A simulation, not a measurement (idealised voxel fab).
process module | voxel air gaps
cross-section cut | 220 nm wide | cells 5 nm
A cross-section is a grid of square cells, given in bands from the top down. A band is one or more rows of cells.
Each band's line starts with the height of the band's top and of its bottom, in nm. Then come its materials from left to right, each with its width in nm. One material with "throughout" fills the band from edge to edge. "air" is empty space.
Height 0 is the level under which the wafer as received is all one material. The lowest band goes on downwards, as in "0 down".
A width such as "30 to 40" changes by the same amount from each row of cells to the next, from the band's top row to its bottom row.
"no change" after a step means that no cell of the cross-section changed.
closed voids: empty space of 8 cells or more with no open way to the top, each as width x height at its distance from the left edge, in nm
after a step's settings: what the simulator itself notes on the step
overlay nm, on a step with a mask: how far to the right of its planned place the mask lay; to the left if negative
plan
1 op RECEIVE | material Si
2 op CONFORMAL_DEP | material SiO2 | thk nm 15
3 op CONFORMAL_DEP | material SiCN | thk nm 5
4 op DIRECTIONAL_DEP | material SiO2 | thk nm 30
5 op DIRECTIONAL_DEP | material aC | thk nm 5
6 op PATTERN | tone open | mask id LINES | material resist | width nm 20 | pitch nm 45 | thk nm 30 | overlay nm 0
7 op DIRECTIONAL_ETCH | etch materials aC | depth nm 10
8 op STRIP | etch materials resist
9 op DIRECTIONAL_ETCH | etch materials SiO2 | depth nm 30
10 op STRIP | etch materials aC
11 op CONFORMAL_DEP | material TiN | thk nm 5
12 op FILL_DEP | material W | thk nm 10
13 op CMP | height nm 50
14 op EPI | material Ru | thk nm 10
15 op SELECTIVE_ETCH | etch materials SiO2 | depth nm 40
16 op CONFORMAL_DEP | material SiCN | thk nm 5
varied across the wafers: thk nm of step 5. The plan shows the first wafer's value. All wafers start alike
first wafer as received, after step 1
  0 down: Si throughout
  closed voids: none
each wafer at the end: cells of each material gained (+) or lost (-) since it was received, then its closed voids
thk nm 5 | +64 Ru | +172 SiCN | +132 SiO2 | +56 TiN | +40 W | closed voids: 15 x 20 at 55; 15 x 20 at 100; 15 x 20 at 145
thk nm 10 | +64 Ru | +172 SiCN | +132 SiO2 | +56 TiN | +40 W | closed voids: 15 x 20 at 55; 15 x 20 at 100; 15 x 20 at 145
thk nm 15 | +88 SiCN | +132 SiO2 | closed voids: none
thk nm 20 | +88 SiCN | +132 SiO2 | closed voids: none
thk nm 25 | +88 SiCN | +132 SiO2 | closed voids: none
